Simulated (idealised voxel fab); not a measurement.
The following is a process module called voxel gate over fins.
The width of the displayed cross-section, cut, is 245 nm; its cells are square, with a size of 5 nm.
A cross-section is a grid of square cells, given in bands from the top down. A band is one or more rows of cells. First you get the band's top height and its bottom height, in nm, and then the materials it's made of, left to right, with each width in nm. If you see a single material with "all across", that one covers the band edge to edge. "air" is empty space. The level at which height equals 0 is the one under which the wafer, as it arrives, is entirely one material. No lower edge exists for the bottom band, which continues downward and is notated as in "0 down". So if you see something like "30->40" for the width, read it as the top row of the band sitting at the first number and the bottom row at the second, with every row in between moving by the same amount as the last. Where a step carries "nothing got changed", the cross-section came out of it unchanged, cell for cell. The entry titled "Entrapped void list" provides the empty spaces that have no open way to the top, restricted to those of 8 cells or more. Each is presented as width x height at distance, the distance being measured from the left edge, with all three in nm. If you see something after the settings on a step's line, that's the simulator's own remark about that step. "overlay nm", when on a step's line for a step with a mask, measures how far to the right of its planned place the mask lay; a negative measure means to the left.

-- Steps in the process plan
| 1 | RECEIVE with material Si |
| 2 | CONFORMAL_DEP with material SiN, thk nm 5 |
| 3 | PATTERN with tone cover, mask id FINS, material resist, width nm 15, pitch nm 35, thk nm 15, overlay nm 0 |
| 4 | DIRECTIONAL_ETCH with etch materials SiN, depth nm 5 |
| 5 | DIRECTIONAL_ETCH with etch materials Si, depth nm 40 |
| 6 | STRIP with etch materials resist |
| 7 | FILL_DEP with material SiO2, thk nm 10 |
| 8 | CMP with height nm 5 |
| 9 | SELECTIVE_ETCH with etch materials SiO2, depth nm 15 |
| 10 | STRIP with etch materials SiN |
| 11 | CONFORMAL_DEP with material HfO2, thk nm 5 |
| 12 | CONFORMAL_DEP with material TiN, thk nm 5 |
| 13 | FILL_DEP with material W, thk nm 15 |
| 14 | CMP with height nm 20 |
| 15 | CONFORMAL_DEP with material SiCN, thk nm 5 |

-- On the first of the two wafers: run conducted according to plan

-- Cross-section of the incoming wafer, state after step 1
> 0 down = Si all across
> Entrapped void list: none

-- The wafer, seen in cross-section, after step 2
> 5 to 0 = SiN all across
> For the remainder of the cross-section, below 0, there is no change.

-- The wafer, seen in cross-section, after step 3
> 20 to 5 = air (60), resist (15), air (20), resist (15), air (20), resist (15), air (20), resist (15), air (65)
> For the remainder of the cross-section, below 5, there is no change.

-- The wafer, seen in cross-section, after step 4
> 20 to 5 = air (60), resist (15), air (20), resist (15), air (20), resist (15), air (20), resist (15), air (65)
> 5 to 0 = air (60), SiN (15), air (20), SiN (15), air (20), SiN (15), air (20), SiN (15), air (65)
> For the remainder of the cross-section, below 0, there is no change.

-- The wafer, seen in cross-section, after step 5
> 20 to 5 = air (60), resist (15), air (20), resist (15), air (20), resist (15), air (20), resist (15), air (65)
> 5 to 0 = air (60), SiN (15), air (20), SiN (15), air (20), SiN (15), air (20), SiN (15), air (65)
> 0 to -40 = air (60), Si (15), air (20), Si (15), air (20), Si (15), air (20), Si (15), air (65)
> For the remainder of the cross-section, below -40, there is no change.

-- The wafer, seen in cross-section, after step 6
> 5 to 0 = air (60), SiN (15), air (20), SiN (15), air (20), SiN (15), air (20), SiN (15), air (65)
> For the remainder of the cross-section, below 0, there is no change.

-- The wafer, seen in cross-section, after step 7
> 15 to 5 = SiO2 all across
> 5 to 0 = SiO2 (60), SiN (15), SiO2 (20), SiN (15), SiO2 (20), SiN (15), SiO2 (20), SiN (15), SiO2 (65)
> 0 to -40 = SiO2 (60), Si (15), SiO2 (20), Si (15), SiO2 (20), Si (15), SiO2 (20), Si (15), SiO2 (65)
> For the remainder of the cross-section, below -40, there is no change.

-- The wafer, seen in cross-section, after step 8
> 5 to 0 = SiO2 (60), SiN (15), SiO2 (20), SiN (15), SiO2 (20), SiN (15), SiO2 (20), SiN (15), SiO2 (65)
> For the remainder of the cross-section, below 0, there is no change.

-- The wafer, seen in cross-section, after step 9
> 5 to 0 = air (60), SiN (15), air (20), SiN (15), air (20), SiN (15), air (20), SiN (15), air (65)
> 0 to -10 = air (60), Si (15), air (20), Si (15), air (20), Si (15), air (20), Si (15), air (65)
> For the remainder of the cross-section, below -10, there is no change.

-- The wafer, seen in cross-section, after step 10
> 0 to -10 = air (60), Si (15), air (20), Si (15), air (20), Si (15), air (20), Si (15), air (65)
> For the remainder of the cross-section, below -10, there is no change.

-- The wafer, seen in cross-section, after step 11
> 5 to 0 = air (55), HfO2 (25), air (10), HfO2 (25), air (10), HfO2 (25), air (10), HfO2 (25), air (60)
> 0 to -5 = air (55), HfO2 (5), Si (15), HfO2 (5), air (10), HfO2 (5), Si (15), HfO2 (5), air (10), HfO2 (5), Si (15), HfO2 (5), air (10), HfO2 (5), Si (15), HfO2 (5), air (60)
> -5 to -10 = HfO2 (60), Si (15), HfO2 (20), Si (15), HfO2 (20), Si (15), HfO2 (20), Si (15), HfO2 (65)
> For the remainder of the cross-section, below -10, there is no change.

-- The wafer, seen in cross-section, after step 12
> 10 to 5 = air (50), TiN (140), air (55)
> 5 to 0 = air (50), TiN (5), HfO2 (25), TiN (10), HfO2 (25), TiN (10), HfO2 (25), TiN (10), HfO2 (25), TiN (5), air (55)
> 0 to -5 = TiN (55), HfO2 (5), Si (15), HfO2 (5), TiN (10), HfO2 (5), Si (15), HfO2 (5), TiN (10), HfO2 (5), Si (15), HfO2 (5), TiN (10), HfO2 (5), Si (15), HfO2 (5), TiN (60)
> For the remainder of the cross-section, below -5, there is no change.

-- The wafer, seen in cross-section, after step 13
> 25 to 10 = W all across
> 10 to 5 = W (50), TiN (140), W (55)
> 5 to 0 = W (50), TiN (5), HfO2 (25), TiN (10), HfO2 (25), TiN (10), HfO2 (25), TiN (10), HfO2 (25), TiN (5), W (55)
> For the remainder of the cross-section, below 0, there is no change.

-- The wafer, seen in cross-section, after step 14
> 20 to 10 = W all across
> For the remainder of the cross-section, below 10, there is no change.

-- The wafer, seen in cross-section, after step 15
> 25 to 20 = SiCN all across
> For the remainder of the cross-section, below 20, there is no change.

-- Second of two: same start, same plan, one run error; steps up to and including 11 match the first

-- Look at the second wafer in cross-section at the time step 12 ought to have finished
> 20 to 10 = air (40), TiN (160), air (45)
> 10 to 5 = TiN all across
> 5 to 0 = TiN (55), HfO2 (25), TiN (10), HfO2 (25), TiN (10), HfO2 (25), TiN (10), HfO2 (25), TiN (60)
> 0 to -5 = TiN (55), HfO2 (5), Si (15), HfO2 (5), TiN (10), HfO2 (5), Si (15), HfO2 (5), TiN (10), HfO2 (5), Si (15), HfO2 (5), TiN (10), HfO2 (5), Si (15), HfO2 (5), TiN (60)
> For the remainder of the cross-section, below -5, there is no change.

-- Look at the second wafer in cross-section at the time step 13 ought to have finished
> 35 to 20 = W all across
> 20 to 10 = W (40), TiN (160), W (45)
> For the remainder of the cross-section, below 10, there is no change.

-- Look at the second wafer in cross-section at the time step 14 ought to have finished
> 20 to 10 = W (40), TiN (160), W (45)
> For the remainder of the cross-section, below 10, there is no change.

-- Look at the second wafer in cross-section at the time step 15 ought to have finished
> 25 to 20 = SiCN all across
> For the remainder of the cross-section, below 20, there is no change.
The plan and the run diverged here: step 12 ran differently from the plan; actual operation with settings: CONFORMAL_DEP with material TiN, thk nm 15
The second wafer ends with more or fewer cells of some materials than the first, per final count: +106 TiN; -106 W
